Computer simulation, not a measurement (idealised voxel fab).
A process module follows: voxel ribs on slabs.
Cross-section cut: width 155 nm, square cells of 5 nm.
This document writes a cross-section as a grid whose cells are square, and gives it as bands, listed from the top down; one or more rows of cells form a band. This entry defines a band. It first specifies the height of the band's top and the height of its bottom in nm, and then specifies the band's materials from left to right, stating each material with its width in nm. The word "edge to edge" identifies a single material that fills the band from edge to edge, while the word "empty" identifies empty space. Beneath 0, the wafer as received is one material, and that level is where height counting begins. The lowest band goes on downward without a bottom; it is written like "0 nm and below". So if you see something like "30..40" for the width, read it as the top row of the band sitting at the first number and the bottom row at the second, with every row in between moving by the same amount as the last. What does "nothing got changed" mean for a step? It means no cell of the cross-section changed in that step. Look at "Enclosed empty spaces" for the closed voids: empty spaces with no open path to the top, sized 8 cells or up. Each is width x height at distance, distance from the left edge, all nm. Past the settings on a step's line: simulator remark, on that step. A step line may carry the setting "overlay nm", which, for steps involving a mask, states the distance by which the mask lay to the right of its intended position; negative values denote displacement to the left.

-- Steps in the process plan
1: op RECEIVE | material Si
2: op DIRECTIONAL_DEP | material SiO2 | thk nm 20
3: op DIRECTIONAL_DEP | material SiN | thk nm 20
4: op DIRECTIONAL_DEP | material aC | thk nm 10
5: op PATTERN | tone cover | mask id RIB | material resist | width nm 15 | thk nm 25 | overlay nm 0
6: op DIRECTIONAL_ETCH | etch materials aC | depth nm 10
7: op STRIP | etch materials resist
8: op DIRECTIONAL_ETCH | etch materials SiN | depth nm 5
9: op STRIP | etch materials aC
10: op MASKED_ETCH | tone cover | mask id SLAB | width nm 65 | etch materials SiN | depth nm 15 | overlay nm 0
11: op FILL_DEP | material SiO2 | thk nm 25
12: op CMP | height nm 60
13: op DIRECTIONAL_DEP | material TiN | thk nm 5
14: op DIRECTIONAL_DEP | material aC | thk nm 15
15: op PATTERN | tone cover | mask id HEATER | material resist | width nm 25 | thk nm 35 | overlay nm 0
16: op DIRECTIONAL_ETCH | etch materials aC | depth nm 15
17: op STRIP | etch materials resist
18: op DIRECTIONAL_ETCH | etch materials TiN | depth nm 5
19: op STRIP | etch materials aC
20: op CONFORMAL_DEP | material SiN | thk nm 5

-- Below: the first of two wafers, run as planned

-- As-received state of the wafer in cross-section, equivalent to post-step 1
- 0 nm and below | Si edge to edge
- Enclosed empty spaces: none

-- The wafer in cross-section once step 2 is complete
- 20 nm to 0 nm | SiO2 edge to edge
- Note: structure below 0 unchanged.

-- The wafer in cross-section once step 3 is complete
- 40 nm to 20 nm | SiN edge to edge
- Note: structure below 20 unchanged.

-- The wafer in cross-section once step 4 is complete
- 50 nm to 40 nm | aC edge to edge
- Note: structure below 40 unchanged.

-- The wafer in cross-section once step 5 is complete
- 75 nm to 50 nm | empty (70), resist (15), empty (70)
- Note: structure below 50 unchanged.

-- The wafer in cross-section once step 6 is complete
- 65 nm to 50 nm | empty (70), resist (15), empty (70)
- 50 nm to 40 nm | empty (70), aC (15), empty (70)
- Note: structure below 40 unchanged.

-- The wafer in cross-section once step 7 is complete
- 50 nm to 40 nm | empty (70), aC (15), empty (70)
- Note: structure below 40 unchanged.

-- The wafer in cross-section once step 8 is complete
- 50 nm to 40 nm | empty (70), aC (15), empty (70)
- 40 nm to 35 nm | empty (70), SiN (15), empty (70)
- Note: structure below 35 unchanged.

-- The wafer in cross-section once step 9 is complete
- 40 nm to 35 nm | empty (70), SiN (15), empty (70)
- Note: structure below 35 unchanged.

-- The wafer in cross-section once step 10 is complete
- 40 nm to 35 nm | empty (70), SiN (15), empty (70)
- 35 nm to 20 nm | empty (45), SiN (65), empty (45)
- Note: structure below 20 unchanged.

-- The wafer in cross-section once step 11 is complete
- 65 nm to 40 nm | SiO2 edge to edge
- 40 nm to 35 nm | SiO2 (70), SiN (15), SiO2 (70)
- 35 nm to 20 nm | SiO2 (45), SiN (65), SiO2 (45)
- Note: structure below 20 unchanged.

-- The wafer in cross-section once step 12 is complete
- 60 nm to 40 nm | SiO2 edge to edge
- Note: structure below 40 unchanged.

-- The wafer in cross-section once step 13 is complete
- 65 nm to 60 nm | TiN edge to edge
- Note: structure below 60 unchanged.

-- The wafer in cross-section once step 14 is complete
- 80 nm to 65 nm | aC edge to edge
- Note: structure below 65 unchanged.

-- The wafer in cross-section once step 15 is complete
- 115 nm to 80 nm | empty (65), resist (25), empty (65)
- Note: structure below 80 unchanged.

-- The wafer in cross-section once step 16 is complete
- 100 nm to 80 nm | empty (65), resist (25), empty (65)
- 80 nm to 65 nm | empty (65), aC (25), empty (65)
- Note: structure below 65 unchanged.

-- The wafer in cross-section once step 17 is complete
- 80 nm to 65 nm | empty (65), aC (25), empty (65)
- Note: structure below 65 unchanged.

-- The wafer in cross-section once step 18 is complete
- 80 nm to 65 nm | empty (65), aC (25), empty (65)
- 65 nm to 60 nm | empty (65), TiN (25), empty (65)
- Note: structure below 60 unchanged.

-- The wafer in cross-section once step 19 is complete
- 65 nm to 60 nm | empty (65), TiN (25), empty (65)
- Note: structure below 60 unchanged.

-- The wafer in cross-section once step 20 is complete
- 70 nm to 65 nm | empty (60), SiN (35), empty (60)
- 65 nm to 60 nm | SiN (65), TiN (25), SiN (65)
- Note: structure below 60 unchanged.

-- The second wafer was prepared from the same starting point and under the same plan as the first; its processing contained one mistake, and it remains indistinguishable from the first wafer up to and including step 4

-- Second wafer at the planned finish of step 5, seen in cross-section
- 75 nm to 50 nm | empty (65), resist (25), empty (65)
- Note: structure below 50 unchanged.

-- Second wafer at the planned finish of step 6, seen in cross-section
- 65 nm to 50 nm | empty (65), resist (25), empty (65)
- 50 nm to 40 nm | empty (65), aC (25), empty (65)
- Note: structure below 40 unchanged.

-- Second wafer at the planned finish of step 7, seen in cross-section
- 50 nm to 40 nm | empty (65), aC (25), empty (65)
- Note: structure below 40 unchanged.

-- Second wafer at the planned finish of step 8, seen in cross-section
- 50 nm to 40 nm | empty (65), aC (25), empty (65)
- 40 nm to 35 nm | empty (65), SiN (25), empty (65)
- Note: structure below 35 unchanged.

-- Second wafer at the planned finish of step 9, seen in cross-section
- 40 nm to 35 nm | empty (65), SiN (25), empty (65)
- Note: structure below 35 unchanged.

-- Second wafer at the planned finish of step 10, seen in cross-section
- 40 nm to 35 nm | empty (65), SiN (25), empty (65)
- 35 nm to 20 nm | empty (45), SiN (65), empty (45)
- Note: structure below 20 unchanged.

-- Second wafer at the planned finish of step 11, seen in cross-section
- 65 nm to 40 nm | SiO2 edge to edge
- 40 nm to 35 nm | SiO2 (65), SiN (25), SiO2 (65)
- 35 nm to 20 nm | SiO2 (45), SiN (65), SiO2 (45)
- Note: structure below 20 unchanged.

-- Second wafer at the planned finish of step 12, seen in cross-section
- 60 nm to 40 nm | SiO2 edge to edge
- Note: structure below 40 unchanged.

-- Second wafer at the planned finish of step 13, seen in cross-section
- 65 nm to 60 nm | TiN edge to edge
- Note: structure below 60 unchanged.

-- Second wafer at the planned finish of step 14, seen in cross-section
- 80 nm to 65 nm | aC edge to edge
- Note: structure below 65 unchanged.

-- Second wafer at the planned finish of step 15, seen in cross-section
- 115 nm to 80 nm | empty (65), resist (25), empty (65)
- Note: structure below 80 unchanged.

-- Second wafer at the planned finish of step 16, seen in cross-section
- 100 nm to 80 nm | empty (65), resist (25), empty (65)
- 80 nm to 65 nm | empty (65), aC (25), empty (65)
- Note: structure below 65 unchanged.

-- Second wafer at the planned finish of step 17, seen in cross-section
- 80 nm to 65 nm | empty (65), aC (25), empty (65)
- Note: structure below 65 unchanged.

-- Second wafer at the planned finish of step 18, seen in cross-section
- 80 nm to 65 nm | empty (65), aC (25), empty (65)
- 65 nm to 60 nm | empty (65), TiN (25), empty (65)
- Note: structure below 60 unchanged.

-- Second wafer at the planned finish of step 19, seen in cross-section
- 65 nm to 60 nm | empty (65), TiN (25), empty (65)
- Note: structure below 60 unchanged.

-- Second wafer at the planned finish of step 20, seen in cross-section
- 70 nm to 65 nm | empty (60), SiN (35), empty (60)
- 65 nm to 60 nm | SiN (65), TiN (25), SiN (65)
- Note: structure below 60 unchanged.
Plan not followed: the process deviated at step 5: the operation and settings actually run there were op PATTERN | tone cover | mask id RIB | material resist | width nm 25 | thk nm 25 | overlay nm 0
Wrapping up, a cell-based count of both wafers puts the second over or under the first for these materials: SiN +2; SiO2 -2
